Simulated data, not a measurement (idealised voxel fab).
This section sets out a process module, namely voxel fin reveal.
Square cells of 5 nm make up the cross-section cut, whose width is 200 nm.
A cross-section is a grid of square cells, given in bands from the top down. A band is one or more rows of cells. A band entry consists of two parts. The first gives the height of the band's top and the height of its bottom, in nm. The rest lists the band's materials from left to right, each with its width in nm. A single material labelled with the word "everywhere" fills the band from edge to edge, and the word "air" marks empty space. It should be noted that heights are counted from 0, beneath which the wafer as supplied is of one material throughout, and that the lowest band possesses no lower boundary but continues downward, as written in "0..down". Width: "30->40" (first number = top row, second number = bottom row, same change from row to row of cells). Where a step carries "no modifications", the cross-section came out of it unchanged, cell for cell. Voids not open to the top, 8 cells minimum: see "Encapsulated voids". Written width x height at distance; distance is from the left edge; nm. Heads up: the bit after the settings on a step's line is the simulator's remark on that step. overlay nm: mask offset rightward from planned place, masked step; negative means leftward offset.

# List of planned process steps
| 1 | RECEIVE with material Si |
| 2 | CONFORMAL_DEP with material SiN, thk nm 5 |
| 3 | DIRECTIONAL_DEP with material aC, thk nm 10 |
| 4 | PATTERN with tone cover, mask id FINS, material resist, width nm 15, pitch nm 35, thk nm 30, overlay nm 0 |
| 5 | DIRECTIONAL_ETCH with etch materials aC, depth nm 10 |
| 6 | STRIP with etch materials resist |
| 7 | DIRECTIONAL_ETCH with etch materials SiN, depth nm 5 |
| 8 | DIRECTIONAL_ETCH with etch materials Si, depth nm 35 |
| 9 | STRIP with etch materials aC |
| 10 | OXIDIZE with depth nm 5 |
| 11 | FILL_DEP with material SiO2, thk nm 5 |
| 12 | CMP with height nm 5 |
| 13 | SELECTIVE_ETCH with etch materials SiO2, depth nm 20 |
| 14 | STRIP with etch materials SiN |

# Cross-section, incoming material, after step 1
0..down  Si everywhere
Encapsulated voids: none

# Here's the wafer cut in cross-section after the module, started and planned just like above, except one thing was done wrong in the run
0..-15  35 of air, then 5 of Si, then 30 of air, then 5 of Si, then 30 of air, then 5 of Si, then 30 of air, then 5 of Si, then 55 of air
-15..-40  35 of SiO2, then 5 of Si, then 30 of SiO2, then 5 of Si, then 30 of SiO2, then 5 of Si, then 30 of SiO2, then 5 of Si, then 55 of SiO2
-40..down  Si everywhere
Encapsulated voids: none
Want to know what went wrong? step 4 off recipe, ran as PATTERN with tone cover, mask id FINS, material resist, width nm 15, pitch nm 35, thk nm 30, overlay nm -10
